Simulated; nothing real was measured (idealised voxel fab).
The following process module bears the name voxel transistor to metal.
Section cut is 155 nm wide and gridded with 5 nm square cells.
When this document writes out a cross-section, it uses a grid of square cells and lists it as bands, beginning at the top and moving down, with a band standing for one or more rows of cells.
Band: top height; bottom height; in nm. Then, left to right: material with width in nm, for each material. "throughout": a single material spanning edge to edge. "blank": empty space.
Convention: height 0 is the level below which the wafer, as received, is all one material. The lowest band does not terminate at the bottom but continues downward, represented as "0 and below".
A two-number width, for instance "30 to 40", indicates that the width is equal to the first number in the top row of the band and to the second number in the bottom row, and that it changes by a constant amount per row of cells.
No cell of the cross-section changed in a step that is given as "same as before".
Entry "Cavities, sealed". Content: empty spaces with no open connection to the top, size 8 cells or greater. Each: width x height at distance. Distance: from left edge. Unit: nm.
Step line, after settings: the simulator's comment on this step.
The optional step-line setting "overlay nm" applies to steps with a mask and quantifies how far to the right of its planned location the mask lay, a negative value indicating leftward placement.

So here's the lineup of process steps we planned:
| 1 | RECEIVE (material Si) |
| 2 | OXIDIZE (depth nm 5) |
| 3 | CONFORMAL_DEP (material SiN; thk nm 15) |
| 4 | MASKED_ETCH (tone cover; mask id ACTIVE; width nm 115; etch materials SiN; depth nm 15; overlay nm 0) |
| 5 | MASKED_ETCH (tone cover; mask id ACTIVE; width nm 115; etch materials SiO2; depth nm 5; overlay nm 0) |
| 6 | MASKED_ETCH (tone cover; mask id ACTIVE; width nm 115; etch materials Si; depth nm 25; overlay nm 0) |
| 7 | FILL_DEP (material SiO2; thk nm 15) |
| 8 | CMP (height nm 15) |
| 9 | SELECTIVE_ETCH (etch materials SiO2; depth nm 10) |
| 10 | STRIP (etch materials SiN) |
| 11 | SELECTIVE_ETCH (etch materials SiO2; depth nm 5) |
| 12 | OXIDIZE (depth nm 5) |
| 13 | DIRECTIONAL_DEP (material polySi; thk nm 30) |
| 14 | DIRECTIONAL_DEP (material SiCN; thk nm 10) |
| 15 | MASKED_ETCH (tone cover; mask id GATE; width nm 25; etch materials SiCN; depth nm 20; overlay nm 0) |
| 16 | MASKED_ETCH (tone cover; mask id GATE; width nm 25; etch materials polySi; depth nm 40; overlay nm 0) |
| 17 | CONFORMAL_DEP (material SiN; thk nm 5) |
| 18 | DIRECTIONAL_ETCH (etch materials SiN; depth nm 5) |
| 19 | DIRECTIONAL_ETCH (etch materials SiO2; depth nm 5) |
| 20 | DIRECTIONAL_ETCH (etch materials Si; depth nm 5) |
| 21 | EPI (material pSi; thk nm 5) |
| 22 | FILL_DEP (material SiO2; thk nm 5) |
| 23 | CMP (height nm 35) |
| 24 | DIRECTIONAL_DEP (material SiO2; thk nm 10) |
| 25 | DIRECTIONAL_DEP (material aC; thk nm 10) |
| 26 | PATTERN (tone open; mask id CONTACT; material resist; width nm 20; pitch nm 85; thk nm 25; overlay nm 0) |
| 27 | DIRECTIONAL_ETCH (etch materials aC; depth nm 10) |
| 28 | STRIP (etch materials resist) |
| 29 | DIRECTIONAL_ETCH (etch materials SiO2; depth nm 55) |
| 30 | STRIP (etch materials aC) |
| 31 | CONFORMAL_DEP (material TiN; thk nm 5) |
| 32 | FILL_DEP (material W; thk nm 5) |
| 33 | CMP (height nm 45) |
| 34 | DIRECTIONAL_DEP (material TiN; thk nm 5) |
| 35 | DIRECTIONAL_DEP (material Ru; thk nm 25) |
| 36 | PATTERN (tone cover; mask id METAL_1; material resist; width nm 20; pitch nm 85; thk nm 15; overlay nm 0) |
| 37 | DIRECTIONAL_ETCH (etch materials Ru; depth nm 25) |
| 38 | DIRECTIONAL_ETCH (etch materials TiN; depth nm 5) |
| 39 | STRIP (etch materials resist) |
| 40 | FILL_DEP (material lowk; thk nm 10) |
| 41 | CMP (height nm 75) |
| 42 | CONFORMAL_DEP (material SiCN; thk nm 5) |
| 43 | DIRECTIONAL_DEP (material SiO2; thk nm 25) |
| 44 | MASKED_ETCH (tone open; mask id METAL_2; width nm 20; pitch nm 85; etch materials SiO2; depth nm 15; overlay nm 0) |
| 45 | PATTERN (tone open; mask id METAL_2_HOLES; material resist; width nm 15; pitch nm 85; thk nm 15; overlay nm 0) |
| 46 | DIRECTIONAL_ETCH (etch materials SiO2; depth nm 10) |
| 47 | DIRECTIONAL_ETCH (etch materials SiCN; depth nm 5) |
| 48 | STRIP (etch materials resist) |
| 49 | CONFORMAL_DEP (material TiN; thk nm 5) |
| 50 | FILL_DEP (material Cu; thk nm 5) |
| 51 | CMP (height nm 105) |
| 52 | CONFORMAL_DEP (material SiCN; thk nm 5) |

First of two wafers, processed according to plan:

Cross-section of the incoming wafer, state after step 1:
0 and below | Si throughout
Cavities, sealed: none

The wafer, seen in cross-section, after step 2:
0 down to -5 | SiO2 throughout
Whatever lies below -5 is exactly as it was before.

The wafer, seen in cross-section, after step 3:
15 down to 0 | SiN throughout
Whatever lies below 0 is exactly as it was before.

The wafer, seen in cross-section, after step 4:
15 down to 0 | blank: 20, then SiN: 115, then blank: 20
Whatever lies below 0 is exactly as it was before.

The wafer, seen in cross-section, after step 5:
15 down to 0 | blank: 20, then SiN: 115, then blank: 20
0 down to -5 | blank: 20, then SiO2: 115, then blank: 20
Whatever lies below -5 is exactly as it was before.

The wafer, seen in cross-section, after step 6:
15 down to 0 | blank: 20, then SiN: 115, then blank: 20
0 down to -5 | blank: 20, then SiO2: 115, then blank: 20
-5 down to -30 | blank: 20, then Si: 115, then blank: 20
Whatever lies below -30 is exactly as it was before.

The wafer, seen in cross-section, after step 7:
30 down to 15 | SiO2 throughout
15 down to 0 | SiO2: 20, then SiN: 115, then SiO2: 20
0 down to -5 | SiO2 throughout
-5 down to -30 | SiO2: 20, then Si: 115, then SiO2: 20
Whatever lies below -30 is exactly as it was before.

The wafer, seen in cross-section, after step 8:
15 down to 0 | SiO2: 20, then SiN: 115, then SiO2: 20
Whatever lies below 0 is exactly as it was before.

The wafer, seen in cross-section, after step 9:
15 down to 5 | blank: 20, then SiN: 115, then blank: 20
Whatever lies below 5 is exactly as it was before.

The wafer, seen in cross-section, after step 10:
5 down to 0 | SiO2: 20, then blank: 115, then SiO2: 20
Whatever lies below 0 is exactly as it was before.

The wafer, seen in cross-section, after step 11:
0 down to -5 | SiO2: 15, then blank: 125, then SiO2: 15
Whatever lies below -5 is exactly as it was before.

The wafer, seen in cross-section, after step 12:
0 down to -5 | SiO2: 15, then blank: 125, then SiO2: 15
-5 down to -10 | SiO2 throughout
Whatever lies below -10 is exactly as it was before.

The wafer, seen in cross-section, after step 13:
30 down to 25 | polySi: 15, then blank: 125, then polySi: 15
25 down to 0 | polySi throughout
0 down to -5 | SiO2: 15, then polySi: 125, then SiO2: 15
Whatever lies below -5 is exactly as it was before.

The wafer, seen in cross-section, after step 14:
40 down to 35 | SiCN: 15, then blank: 125, then SiCN: 15
35 down to 30 | SiCN throughout
30 down to 25 | polySi: 15, then SiCN: 125, then polySi: 15
Whatever lies below 25 is exactly as it was before.

The wafer, seen in cross-section, after step 15:
35 down to 30 | blank: 65, then SiCN: 25, then blank: 65
30 down to 25 | polySi: 15, then blank: 50, then SiCN: 25, then blank: 50, then polySi: 15
Whatever lies below 25 is exactly as it was before.

The wafer, seen in cross-section, after step 16:
35 down to 25 | blank: 65, then SiCN: 25, then blank: 65
25 down to 0 | blank: 65, then polySi: 25, then blank: 65
0 down to -5 | SiO2: 15, then blank: 50, then polySi: 25, then blank: 50, then SiO2: 15
Whatever lies below -5 is exactly as it was before.

The wafer, seen in cross-section, after step 17:
40 down to 35 | blank: 60, then SiN: 35, then blank: 60
35 down to 25 | blank: 60, then SiN: 5, then SiCN: 25, then SiN: 5, then blank: 60
25 down to 5 | blank: 60, then SiN: 5, then polySi: 25, then SiN: 5, then blank: 60
5 down to 0 | SiN: 20, then blank: 40, then SiN: 5, then polySi: 25, then SiN: 5, then blank: 40, then SiN: 20
0 down to -5 | SiO2: 15, then SiN: 50, then polySi: 25, then SiN: 50, then SiO2: 15
Whatever lies below -5 is exactly as it was before.

The wafer, seen in cross-section, after step 18:
35 down to 25 | blank: 60, then SiN: 5, then SiCN: 25, then SiN: 5, then blank: 60
25 down to 0 | blank: 60, then SiN: 5, then polySi: 25, then SiN: 5, then blank: 60
0 down to -5 | SiO2: 15, then SiN: 5, then blank: 40, then SiN: 5, then polySi: 25, then SiN: 5, then blank: 40, then SiN: 5, then SiO2: 15
Whatever lies below -5 is exactly as it was before.

The wafer, seen in cross-section, after step 19:
35 down to 25 | blank: 60, then SiN: 5, then SiCN: 25, then SiN: 5, then blank: 60
25 down to 0 | blank: 60, then SiN: 5, then polySi: 25, then SiN: 5, then blank: 60
0 down to -5 | blank: 15, then SiN: 5, then blank: 40, then SiN: 5, then polySi: 25, then SiN: 5, then blank: 40, then SiN: 5, then blank: 15
-5 down to -10 | SiO2: 20, then blank: 40, then SiO2: 35, then blank: 40, then SiO2: 20
Whatever lies below -10 is exactly as it was before.

The wafer, seen in cross-section, after step 20:
35 down to 25 | blank: 60, then SiN: 5, then SiCN: 25, then SiN: 5, then blank: 60
25 down to 0 | blank: 60, then SiN: 5, then polySi: 25, then SiN: 5, then blank: 60
0 down to -5 | blank: 15, then SiN: 5, then blank: 40, then SiN: 5, then polySi: 25, then SiN: 5, then blank: 40, then SiN: 5, then blank: 15
-5 down to -10 | SiO2: 20, then blank: 40, then SiO2: 35, then blank: 40, then SiO2: 20
-10 down to -15 | SiO2: 20, then blank: 40, then Si: 35, then blank: 40, then SiO2: 20
Whatever lies below -15 is exactly as it was before.

The wafer, seen in cross-section, after step 21:
35 down to 25 | blank: 60, then SiN: 5, then SiCN: 25, then SiN: 5, then blank: 60
25 down to 0 | blank: 60, then SiN: 5, then polySi: 25, then SiN: 5, then blank: 60
0 down to -5 | blank: 15, then SiN: 5, then blank: 40, then SiN: 5, then polySi: 25, then SiN: 5, then blank: 40, then SiN: 5, then blank: 15
-5 down to -10 | SiO2: 20, then blank: 35, then pSi: 5, then SiO2: 35, then pSi: 5, then blank: 35, then SiO2: 20
-10 down to -15 | SiO2: 20, then pSi: 40, then Si: 35, then pSi: 40, then SiO2: 20
Whatever lies below -15 is exactly as it was before.

The wafer, seen in cross-section, after step 22:
40 down to 35 | SiO2 throughout
35 down to 25 | SiO2: 60, then SiN: 5, then SiCN: 25, then SiN: 5, then SiO2: 60
25 down to 0 | SiO2: 60, then SiN: 5, then polySi: 25, then SiN: 5, then SiO2: 60
0 down to -5 | SiO2: 15, then SiN: 5, then SiO2: 40, then SiN: 5, then polySi: 25, then SiN: 5, then SiO2: 40, then SiN: 5, then SiO2: 15
-5 down to -10 | SiO2: 55, then pSi: 5, then SiO2: 35, then pSi: 5, then SiO2: 55
Whatever lies below -10 is exactly as it was before.

The wafer, seen in cross-section, after step 23:
35 down to 25 | SiO2: 60, then SiN: 5, then SiCN: 25, then SiN: 5, then SiO2: 60
Whatever lies below 25 is exactly as it was before.

The wafer, seen in cross-section, after step 24:
45 down to 35 | SiO2 throughout
Whatever lies below 35 is exactly as it was before.

The wafer, seen in cross-section, after step 25:
55 down to 45 | aC throughout
Whatever lies below 45 is exactly as it was before.

The wafer, seen in cross-section, after step 26:
80 down to 55 | resist: 25, then blank: 20, then resist: 65, then blank: 20, then resist: 25
Whatever lies below 55 is exactly as it was before.

The wafer, seen in cross-section, after step 27:
70 down to 55 | resist: 25, then blank: 20, then resist: 65, then blank: 20, then resist: 25
55 down to 45 | aC: 25, then blank: 20, then aC: 65, then blank: 20, then aC: 25
Whatever lies below 45 is exactly as it was before.

The wafer, seen in cross-section, after step 28:
55 down to 45 | aC: 25, then blank: 20, then aC: 65, then blank: 20, then aC: 25
Whatever lies below 45 is exactly as it was before.

The wafer, seen in cross-section, after step 29:
55 down to 45 | aC: 25, then blank: 20, then aC: 65, then blank: 20, then aC: 25
45 down to 35 | SiO2: 25, then blank: 20, then SiO2: 65, then blank: 20, then SiO2: 25
35 down to 25 | SiO2: 25, then blank: 20, then SiO2: 15, then SiN: 5, then SiCN: 25, then SiN: 5, then SiO2: 15, then blank: 20, then SiO2: 25
25 down to 0 | SiO2: 25, then blank: 20, then SiO2: 15, then SiN: 5, then polySi: 25, then SiN: 5, then SiO2: 15, then blank: 20, then SiO2: 25
0 down to -5 | SiO2: 15, then SiN: 5, then SiO2: 5, then blank: 20, then SiO2: 15, then SiN: 5, then polySi: 25, then SiN: 5, then SiO2: 15, then blank: 20, then SiO2: 5, then SiN: 5, then SiO2: 15
-5 down to -10 | SiO2: 25, then blank: 20, then SiO2: 10, then pSi: 5, then SiO2: 35, then pSi: 5, then SiO2: 10, then blank: 20, then SiO2: 25
Whatever lies below -10 is exactly as it was before.

The wafer, seen in cross-section, after step 30:
45 down to 35 | SiO2: 25, then blank: 20, then SiO2: 65, then blank: 20, then SiO2: 25
Whatever lies below 35 is exactly as it was before.

The wafer, seen in cross-section, after step 31:
50 down to 45 | TiN: 30, then blank: 10, then TiN: 75, then blank: 10, then TiN: 30
45 down to 35 | SiO2: 25, then TiN: 5, then blank: 10, then TiN: 5, then SiO2: 65, then TiN: 5, then blank: 10, then TiN: 5, then SiO2: 25
35 down to 25 | SiO2: 25, then TiN: 5, then blank: 10, then TiN: 5, then SiO2: 15, then SiN: 5, then SiCN: 25, then SiN: 5, then SiO2: 15, then TiN: 5, then blank: 10, then TiN: 5, then SiO2: 25
25 down to 0 | SiO2: 25, then TiN: 5, then blank: 10, then TiN: 5, then SiO2: 15, then SiN: 5, then polySi: 25, then SiN: 5, then SiO2: 15, then TiN: 5, then blank: 10, then TiN: 5, then SiO2: 25
0 down to -5 | SiO2: 15, then SiN: 5, then SiO2: 5, then TiN: 5, then blank: 10, then TiN: 5, then SiO2: 15, then SiN: 5, then polySi: 25, then SiN: 5, then SiO2: 15, then TiN: 5, then blank: 10, then TiN: 5, then SiO2: 5, then SiN: 5, then SiO2: 15
-5 down to -10 | SiO2: 25, then TiN: 20, then SiO2: 10, then pSi: 5, then SiO2: 35, then pSi: 5, then SiO2: 10, then TiN: 20, then SiO2: 25
Whatever lies below -10 is exactly as it was before.

The wafer, seen in cross-section, after step 32:
55 down to 50 | W throughout
50 down to 45 | TiN: 30, then W: 10, then TiN: 75, then W: 10, then TiN: 30
45 down to 35 | SiO2: 25, then TiN: 5, then W: 10, then TiN: 5, then SiO2: 65, then TiN: 5, then W: 10, then TiN: 5, then SiO2: 25
35 down to 25 | SiO2: 25, then TiN: 5, then W: 10, then TiN: 5, then SiO2: 15, then SiN: 5, then SiCN: 25, then SiN: 5, then SiO2: 15, then TiN: 5, then W: 10, then TiN: 5, then SiO2: 25
25 down to 0 | SiO2: 25, then TiN: 5, then W: 10, then TiN: 5, then SiO2: 15, then SiN: 5, then polySi: 25, then SiN: 5, then SiO2: 15, then TiN: 5, then W: 10, then TiN: 5, then SiO2: 25
0 down to -5 | SiO2: 15, then SiN: 5, then SiO2: 5, then TiN: 5, then W: 10, then TiN: 5, then SiO2: 15, then SiN: 5, then polySi: 25, then SiN: 5, then SiO2: 15, then TiN: 5, then W: 10, then TiN: 5, then SiO2: 5, then SiN: 5, then SiO2: 15
Whatever lies below -5 is exactly as it was before.

The wafer, seen in cross-section, after step 33:
45 down to 35 | SiO2: 25, then TiN: 5, then W: 10, then TiN: 5, then SiO2: 65, then TiN: 5, then W: 10, then TiN: 5, then SiO2: 25
Whatever lies below 35 is exactly as it was before.

The wafer, seen in cross-section, after step 34:
50 down to 45 | TiN throughout
Whatever lies below 45 is exactly as it was before.

The wafer, seen in cross-section, after step 35:
75 down to 50 | Ru throughout
Whatever lies below 50 is exactly as it was before.

The wafer, seen in cross-section, after step 36:
90 down to 75 | blank: 25, then resist: 20, then blank: 65, then resist: 20, then blank: 25
Whatever lies below 75 is exactly as it was before.

The wafer, seen in cross-section, after step 37:
90 down to 75 | blank: 25, then resist: 20, then blank: 65, then resist: 20, then blank: 25
75 down to 50 | blank: 25, then Ru: 20, then blank: 65, then Ru: 20, then blank: 25
Whatever lies below 50 is exactly as it was before.

The wafer, seen in cross-section, after step 38:
90 down to 75 | blank: 25, then resist: 20, then blank: 65, then resist: 20, then blank: 25
75 down to 50 | blank: 25, then Ru: 20, then blank: 65, then Ru: 20, then blank: 25
50 down to 45 | blank: 25, then TiN: 20, then blank: 65, then TiN: 20, then blank: 25
Whatever lies below 45 is exactly as it was before.

The wafer, seen in cross-section, after step 39:
75 down to 50 | blank: 25, then Ru: 20, then blank: 65, then Ru: 20, then blank: 25
Whatever lies below 50 is exactly as it was before.

The wafer, seen in cross-section, after step 40:
85 down to 75 | lowk throughout
75 down to 50 | lowk: 25, then Ru: 20, then lowk: 65, then Ru: 20, then lowk: 25
50 down to 45 | lowk: 25, then TiN: 20, then lowk: 65, then TiN: 20, then lowk: 25
Whatever lies below 45 is exactly as it was before.

The wafer, seen in cross-section, after step 41:
75 down to 50 | lowk: 25, then Ru: 20, then lowk: 65, then Ru: 20, then lowk: 25
Whatever lies below 50 is exactly as it was before.

The wafer, seen in cross-section, after step 42:
80 down to 75 | SiCN throughout
Whatever lies below 75 is exactly as it was before.

The wafer, seen in cross-section, after step 43:
105 down to 80 | SiO2 throughout
Whatever lies below 80 is exactly as it was before.

The wafer, seen in cross-section, after step 44:
105 down to 90 | SiO2: 25, then blank: 20, then SiO2: 65, then blank: 20, then SiO2: 25
Whatever lies below 90 is exactly as it was before.

The wafer, seen in cross-section, after step 45:
120 down to 105 | resist: 25, then blank: 15, then resist: 70, then blank: 15, then resist: 30
105 down to 90 | SiO2: 25, then blank: 15, then resist: 5, then SiO2: 65, then blank: 15, then resist: 5, then SiO2: 25
Whatever lies below 90 is exactly as it was before.

The wafer, seen in cross-section, after step 46:
120 down to 105 | resist: 25, then blank: 15, then resist: 70, then blank: 15, then resist: 30
105 down to 90 | SiO2: 25, then blank: 15, then resist: 5, then SiO2: 65, then blank: 15, then resist: 5, then SiO2: 25
90 down to 80 | SiO2: 25, then blank: 15, then SiO2: 70, then blank: 15, then SiO2: 30
Whatever lies below 80 is exactly as it was before.

The wafer, seen in cross-section, after step 47:
120 down to 105 | resist: 25, then blank: 15, then resist: 70, then blank: 15, then resist: 30
105 down to 90 | SiO2: 25, then blank: 15, then resist: 5, then SiO2: 65, then blank: 15, then resist: 5, then SiO2: 25
90 down to 80 | SiO2: 25, then blank: 15, then SiO2: 70, then blank: 15, then SiO2: 30
80 down to 75 | SiCN: 25, then blank: 15, then SiCN: 70, then blank: 15, then SiCN: 30
Whatever lies below 75 is exactly as it was before.

The wafer, seen in cross-section, after step 48:
105 down to 90 | SiO2: 25, then blank: 20, then SiO2: 65, then blank: 20, then SiO2: 25
Whatever lies below 90 is exactly as it was before.

The wafer, seen in cross-section, after step 49:
110 down to 105 | TiN: 30, then blank: 10, then TiN: 75, then blank: 10, then TiN: 30
105 down to 95 | SiO2: 25, then TiN: 5, then blank: 10, then TiN: 5, then SiO2: 65, then TiN: 5, then blank: 10, then TiN: 5, then SiO2: 25
95 down to 90 | SiO2: 25, then TiN: 5, then blank: 5, then TiN: 10, then SiO2: 65, then TiN: 5, then blank: 5, then TiN: 10, then SiO2: 25
90 down to 80 | SiO2: 25, then TiN: 5, then blank: 5, then TiN: 5, then SiO2: 70, then TiN: 5, then blank: 5, then TiN: 5, then SiO2: 30
80 down to 75 | SiCN: 25, then TiN: 15, then SiCN: 70, then TiN: 15, then SiCN: 30
Whatever lies below 75 is exactly as it was before.

The wafer, seen in cross-section, after step 50:
115 down to 110 | Cu throughout
110 down to 105 | TiN: 30, then Cu: 10, then TiN: 75, then Cu: 10, then TiN: 30
105 down to 95 | SiO2: 25, then TiN: 5, then Cu: 10, then TiN: 5, then SiO2: 65, then TiN: 5, then Cu: 10, then TiN: 5, then SiO2: 25
95 down to 90 | SiO2: 25, then TiN: 5, then Cu: 5, then TiN: 10, then SiO2: 65, then TiN: 5, then Cu: 5, then TiN: 10, then SiO2: 25
90 down to 80 | SiO2: 25, then TiN: 5, then Cu: 5, then TiN: 5, then SiO2: 70, then TiN: 5, then Cu: 5, then TiN: 5, then SiO2: 30
Whatever lies below 80 is exactly as it was before.

The wafer, seen in cross-section, after step 51:
105 down to 95 | SiO2: 25, then TiN: 5, then Cu: 10, then TiN: 5, then SiO2: 65, then TiN: 5, then Cu: 10, then TiN: 5, then SiO2: 25
Whatever lies below 95 is exactly as it was before.

The wafer, seen in cross-section, after step 52:
110 down to 105 | SiCN throughout
Whatever lies below 105 is exactly as it was before.

The second wafer: identical to the first at the outset and in its planned sequence, differing only in that one mistake was made during processing; up to and including step 43, its path is the first wafer's path:

Cross-section of the second wafer at the time step 44 of the plan should have ended:
105 down to 90 | blank: 25, then SiO2: 20, then blank: 65, then SiO2: 20, then blank: 25
Whatever lies below 90 is exactly as it was before.

Cross-section of the second wafer at the time step 45 of the plan should have ended:
120 down to 105 | resist: 25, then blank: 15, then resist: 70, then blank: 15, then resist: 30
105 down to 90 | resist: 25, then SiO2: 20, then resist: 65, then SiO2: 20, then resist: 25
Whatever lies below 90 is exactly as it was before.

Cross-section of the second wafer at the time step 46 of the plan should have ended:
120 down to 105 | resist: 25, then blank: 15, then resist: 70, then blank: 15, then resist: 30
105 down to 95 | resist: 25, then blank: 15, then SiO2: 5, then resist: 65, then blank: 15, then SiO2: 5, then resist: 25
Whatever lies below 95 is exactly as it was before.

Cross-section of the second wafer at the time step 47 of the plan should have ended: same as before

Cross-section of the second wafer at the time step 48 of the plan should have ended:
105 down to 95 | blank: 40, then SiO2: 5, then blank: 80, then SiO2: 5, then blank: 25
95 down to 90 | blank: 25, then SiO2: 20, then blank: 65, then SiO2: 20, then blank: 25
Whatever lies below 90 is exactly as it was before.

Cross-section of the second wafer at the time step 49 of the plan should have ended:
110 down to 105 | blank: 35, then TiN: 15, then blank: 70, then TiN: 15, then blank: 20
105 down to 95 | blank: 35 to 20, then TiN: 5 to 20, then SiO2: 5, then TiN: 5, then blank: 70 to 55, then TiN: 5 to 20, then SiO2: 5, then TiN: 5, then blank: 20
95 down to 90 | TiN: 25, then SiO2: 20, then TiN: 65, then SiO2: 20, then TiN: 25
Whatever lies below 90 is exactly as it was before.

Cross-section of the second wafer at the time step 50 of the plan should have ended:
115 down to 110 | Cu throughout
110 down to 105 | Cu: 35, then TiN: 15, then Cu: 70, then TiN: 15, then Cu: 20
105 down to 95 | Cu: 35 to 20, then TiN: 5 to 20, then SiO2: 5, then TiN: 5, then Cu: 70 to 55, then TiN: 5 to 20, then SiO2: 5, then TiN: 5, then Cu: 20
Whatever lies below 95 is exactly as it was before.

Cross-section of the second wafer at the time step 51 of the plan should have ended:
105 down to 95 | Cu: 35 to 20, then TiN: 5 to 20, then SiO2: 5, then TiN: 5, then Cu: 70 to 55, then TiN: 5 to 20, then SiO2: 5, then TiN: 5, then Cu: 20
Whatever lies below 95 is exactly as it was before.

Cross-section of the second wafer at the time step 52 of the plan should have ended:
110 down to 105 | SiCN throughout
Whatever lies below 105 is exactly as it was before.
Want to know what went wrong? step 44 did not use the planned setting and instead ran as MASKED_ETCH (tone cover; mask id METAL_2; width nm 20; pitch nm 85; etch materials SiO2; depth nm 15; overlay nm 0)
Counted in cells at the end, the second wafer holds more or fewer of these materials than the first: Cu +30; SiCN +6; SiO2 -45; TiN +9
